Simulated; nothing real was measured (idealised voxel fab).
Proc. module: voxel transistor to metal
The cross-section on display is named cut; it measures 155 nm wide, and its cells are 5 nm squares.
Cross-section layout: square cells on a grid; listed as bands, top to bottom; a band spans one or more cell rows.
In this notation a band is specified by the heights of its top and bottom, in that order and in nm, after which its materials appear from left to right, each paired with its width in nm. The word "everywhere" attached to a single material means that material fills the band from edge to edge; the word "blank" stands for empty space.
Heads up on the height convention: 0 is the point under which the incoming wafer is all one material, and the lowest band has no bottom, it just keeps going down, like "0 nm and below".
Read "30..40" as a graded width: first number on top, second number at the bottom, same change between each pair of neighbouring rows.
No cell of the cross-section changed in a step that is given as "no alteration".
What "Enclosed voids" gives you is every empty space of 8 cells or more that is cut off from the top. Each appears as width x height at distance, with the distance taken from the left edge and width, height and distance all in nm.
It should be noted that, on the line of a given step, the content following the step's settings is a remark produced by the simulator itself with respect to that step.
The optional step-line setting "overlay nm" applies to steps with a mask and quantifies how far to the right of its planned location the mask lay, a negative value indicating leftward placement.

[Intended process steps]
1) op RECEIVE | material Si
2) op OXIDIZE | depth nm 5
3) op CONFORMAL_DEP | material SiN | thk nm 15
4) op MASKED_ETCH | tone cover | mask id ACTIVE | width nm 105 | etch materials SiN | depth nm 15 | overlay nm 0
5) op MASKED_ETCH | tone cover | mask id ACTIVE | width nm 105 | etch materials SiO2 | depth nm 5 | overlay nm 0
6) op MASKED_ETCH | tone cover | mask id ACTIVE | width nm 105 | etch materials Si | depth nm 35 | overlay nm 0
7) op OXIDIZE | depth nm 5
8) op FILL_DEP | material SiO2 | thk nm 10
9) op CMP | height nm 15
10) op SELECTIVE_ETCH | etch materials SiO2 | depth nm 10
11) op STRIP | etch materials SiN
12) op SELECTIVE_ETCH | etch materials SiO2 | depth nm 5
13) op OXIDIZE | depth nm 5
14) op DIRECTIONAL_DEP | material polySi | thk nm 25
15) op DIRECTIONAL_DEP | material SiCN | thk nm 15
16) op DIRECTIONAL_DEP | material aC | thk nm 10
17) op PATTERN | tone cover | mask id GATE | material resist | width nm 15 | thk nm 25 | overlay nm 0
18) op DIRECTIONAL_ETCH | etch materials aC | depth nm 10
19) op STRIP | etch materials resist
20) op DIRECTIONAL_ETCH | etch materials SiCN | depth nm 25
21) op DIRECTIONAL_ETCH | etch materials polySi | depth nm 35
22) op STRIP | etch materials aC
23) op CONFORMAL_DEP | material SiO2 | thk nm 5
24) op DIRECTIONAL_ETCH | etch materials SiO2 | depth nm 5
25) op CONFORMAL_DEP | material SiN | thk nm 10
26) op DIRECTIONAL_ETCH | etch materials SiN | depth nm 10
27) op DIRECTIONAL_ETCH | etch materials SiO2 | depth nm 5
28) op DIRECTIONAL_ETCH | etch materials Si | depth nm 5
29) op EPI | material pSi | thk nm 10
30) op FILL_DEP | material SiO2 | thk nm 5
31) op CMP | height nm 35
32) op DIRECTIONAL_DEP | material SiO2 | thk nm 15
33) op PATTERN | tone open | mask id CONTACT | material resist | width nm 20 | pitch nm 65 | thk nm 20 | overlay nm 0
34) op DIRECTIONAL_ETCH | etch materials SiO2 | depth nm 50
35) op STRIP | etch materials resist
36) op CONFORMAL_DEP | material TiN | thk nm 5
37) op FILL_DEP | material W | thk nm 5
38) op CMP | height nm 50
39) op CONFORMAL_DEP | material SiCN | thk nm 5
40) op DIRECTIONAL_DEP | material SiO2 | thk nm 25
41) op PATTERN | tone open | mask id METAL_1 | material resist | width nm 20 | pitch nm 65 | thk nm 15 | overlay nm 0
42) op DIRECTIONAL_ETCH | etch materials SiO2 | depth nm 25
43) op DIRECTIONAL_ETCH | etch materials SiCN | depth nm 5
44) op STRIP | etch materials resist
45) op CONFORMAL_DEP | material TiN | thk nm 5
46) op FILL_DEP | material W | thk nm 5
47) op CMP | height nm 80
48) op EPI | material Ru | thk nm 5
49) op FILL_DEP | material SiCN | thk nm 5

[Cross-section, incoming material, after step 1]
0 nm and below | Si everywhere
Enclosed voids: none

[Wafer at module end, in section. Began as above, planned as above, run with one mistake]
90 nm to 85 nm | SiCN everywhere
85 nm to 80 nm | SiCN 30 | Ru 30 | SiCN 35 | Ru 30 | SiCN 30
80 nm to 55 nm | SiO2 35 | TiN 5 | W 10 | TiN 5 | SiO2 45 | TiN 5 | W 10 | TiN 5 | SiO2 35
55 nm to 50 nm | SiCN 35 | TiN 20 | SiCN 45 | TiN 20 | SiCN 35
50 nm to 35 nm | SiO2 35 | TiN 5 | W 10 | TiN 5 | SiO2 45 | TiN 5 | W 10 | TiN 5 | SiO2 35
35 nm to 20 nm | SiO2 35 | TiN 5 | W 10 | TiN 5 | SiN 10 | SiO2 5 | SiCN 15 | SiO2 5 | SiN 10 | TiN 5 | W 10 | TiN 5 | SiO2 35
20 nm to 5 nm | SiO2 35 | TiN 5 | W 10 | TiN 5 | SiN 10 | SiO2 5 | polySi 15 | SiO2 5 | SiN 10 | TiN 5 | W 10 | TiN 5 | SiO2 35
5 nm to 0 nm | SiO2 35 | TiN 20 | SiN 10 | SiO2 5 | polySi 15 | SiO2 5 | SiN 10 | TiN 20 | SiO2 35
0 nm to -5 nm | SiO2 30 | SiN 10 | pSi 15 | SiN 10 | SiO2 5 | polySi 15 | SiO2 5 | SiN 10 | pSi 20 | SiN 10 | SiO2 25
-5 nm to -10 nm | SiO2 40 | pSi 15 | SiO2 45 | pSi 20 | SiO2 35
-10 nm to -15 nm | SiO2 30 | Si 10 | pSi 15 | Si 45 | pSi 20 | Si 5 | SiO2 30
-15 nm to -45 nm | SiO2 30 | Si 95 | SiO2 30
-45 nm and below | Si everywhere
Enclosed voids: none
The mistake made against the process plan was this: step 4, actual vs plan mismatch, actual run op MASKED_ETCH | tone cover | mask id ACTIVE | width nm 100 | etch materials SiN | depth nm 15 | overlay nm 0
